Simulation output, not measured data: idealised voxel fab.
The document below concerns the process module designated voxel capacitor over wiring.
The cross-section shown here is cut; it is 140 nm wide and divided into square cells measuring 5 nm on a side.
When this document writes out a cross-section, it uses a grid of square cells and lists it as bands, beginning at the top and moving down, with a band standing for one or more rows of cells.
Quick guide to a band line: top height, bottom height (nm) up front; then every material left to right with its width in nm. Only one material and it's marked "throughout"? Then it fills the band edge to edge. And "blank" just means empty space.
Height datum 0, below which the as-received substrate wafer is one material. Lowest band open at the bottom, running downward: "from 0 down".
Width: "30->40" (first number = top row, second number = bottom row, same change from row to row of cells).
The cross-section has no changed cell in any step marked "identical to before".
Enclosed voids (no open way to top), threshold 8 cells or more, entry "Closed void listing", notation width x height at distance, distance from left edge, nm.
Whatever follows a step's settings on its line is a remark the simulator itself makes about that step.
Steps that use a mask can have "overlay nm" on their line. It says how far the mask sat to the right of where it was meant to be. Negative means to the left.

### The steps planned for the process are as follows
| 1 | RECEIVE with material Si |
| 2 | CONFORMAL_DEP with material SiO2, thk nm 10 |
| 3 | DIRECTIONAL_DEP with material TiN, thk nm 5 |
| 4 | DIRECTIONAL_DEP with material Ru, thk nm 15 |
| 5 | MASKED_ETCH with tone cover, mask id METAL_1, width nm 20, pitch nm 80, etch materials Ru, depth nm 15, overlay nm 0 |
| 6 | MASKED_ETCH with tone cover, mask id METAL_1, width nm 20, pitch nm 80, etch materials TiN, depth nm 5, overlay nm 0 |
| 7 | CONFORMAL_DEP with material SiCN, thk nm 5 |
| 8 | FILL_DEP with material SiO2, thk nm 10 |
| 9 | CMP with height nm 30 |
| 10 | CONFORMAL_DEP with material SiCN, thk nm 5 |
| 11 | DIRECTIONAL_DEP with material lowk, thk nm 15 |
| 12 | MASKED_ETCH with tone open, mask id PLUG_1, width nm 15, etch materials lowk, depth nm 15, overlay nm 0 |
| 13 | MASKED_ETCH with tone open, mask id PLUG_1, width nm 15, etch materials SiCN, depth nm 5, overlay nm 0 |
| 14 | EPI with material Ru, thk nm 10 |
| 15 | EPI with material Ru, thk nm 10 |
| 16 | DIRECTIONAL_DEP with material TiN, thk nm 10 |
| 17 | DIRECTIONAL_DEP with material SiN, thk nm 5 |
| 18 | DIRECTIONAL_DEP with material TiN, thk nm 5 |
| 19 | PATTERN with tone cover, mask id UPPER_PLATE, material resist, width nm 65, thk nm 15, overlay nm 0 |
| 20 | DIRECTIONAL_ETCH with etch materials TiN, depth nm 5 |
| 21 | DIRECTIONAL_ETCH with etch materials SiN, depth nm 5 |
| 22 | STRIP with etch materials resist |
| 23 | DIRECTIONAL_DEP with material aC, thk nm 15 |
| 24 | PATTERN with tone cover, mask id LOWER_PLATE, material resist, width nm 75, thk nm 30, overlay nm 0 |
| 25 | DIRECTIONAL_ETCH with etch materials aC, depth nm 15 |
| 26 | STRIP with etch materials resist |
| 27 | DIRECTIONAL_ETCH with etch materials TiN, depth nm 10 |
| 28 | STRIP with etch materials aC |
| 29 | FILL_DEP with material SiO2, thk nm 15 |
| 30 | CMP with height nm 80 |
| 31 | PATTERN with tone open, mask id PLUG_2, material resist, width nm 15, thk nm 15, overlay nm 0 |
| 32 | DIRECTIONAL_ETCH with etch materials SiO2, depth nm 10 |
| 33 | STRIP with etch materials resist |
| 34 | CONFORMAL_DEP with material TiN, thk nm 5 |
| 35 | FILL_DEP with material W, thk nm 5 |
| 36 | CMP with height nm 80 |
| 37 | CONFORMAL_DEP with material SiN, thk nm 5 |

### Cross-section of the wafer at receipt, which is the condition after step 1
    from 0 down | Si throughout
    Closed void listing: none

### The module was run from the start shown above using the plan shown above, but one mistake was made doing it; the resulting wafer cross-section is below
    from 85 to 80 | SiN throughout
    from 80 to 75 | 35 of SiO2 | 5 of TiN | 5 of W | 5 of TiN | 90 of SiO2
    from 75 to 65 | 35->25 of SiO2 | 15->65 of TiN | 90->50 of SiO2
    from 65 to 60 | 25 of SiO2 | 65 of SiN | 50 of SiO2
    from 60 to 50 | 20 of SiO2 | 75 of TiN | 45 of SiO2
    from 50 to 35 | 25 of lowk | 15 of Ru | 100 of lowk
    from 35 to 30 | 25 of SiCN | 15 of Ru | 100 of SiCN
    from 30 to 15 | 10 of SiO2 | 5 of SiCN | 30 of Ru | 5 of SiCN | 40 of SiO2 | 5 of SiCN | 30 of Ru | 5 of SiCN | 10 of SiO2
    from 15 to 10 | 15 of SiCN | 30 of TiN | 50 of SiCN | 30 of TiN | 15 of SiCN
    from 10 to 0 | SiO2 throughout
    from 0 down | Si throughout
    Closed void listing: none
Against the plan, the run slipped here: step 5 was processed under conditions differing from the plan, specifically as MASKED_ETCH with tone cover, mask id METAL_1, width nm 30, pitch nm 80, etch materials Ru, depth nm 15, overlay nm 0
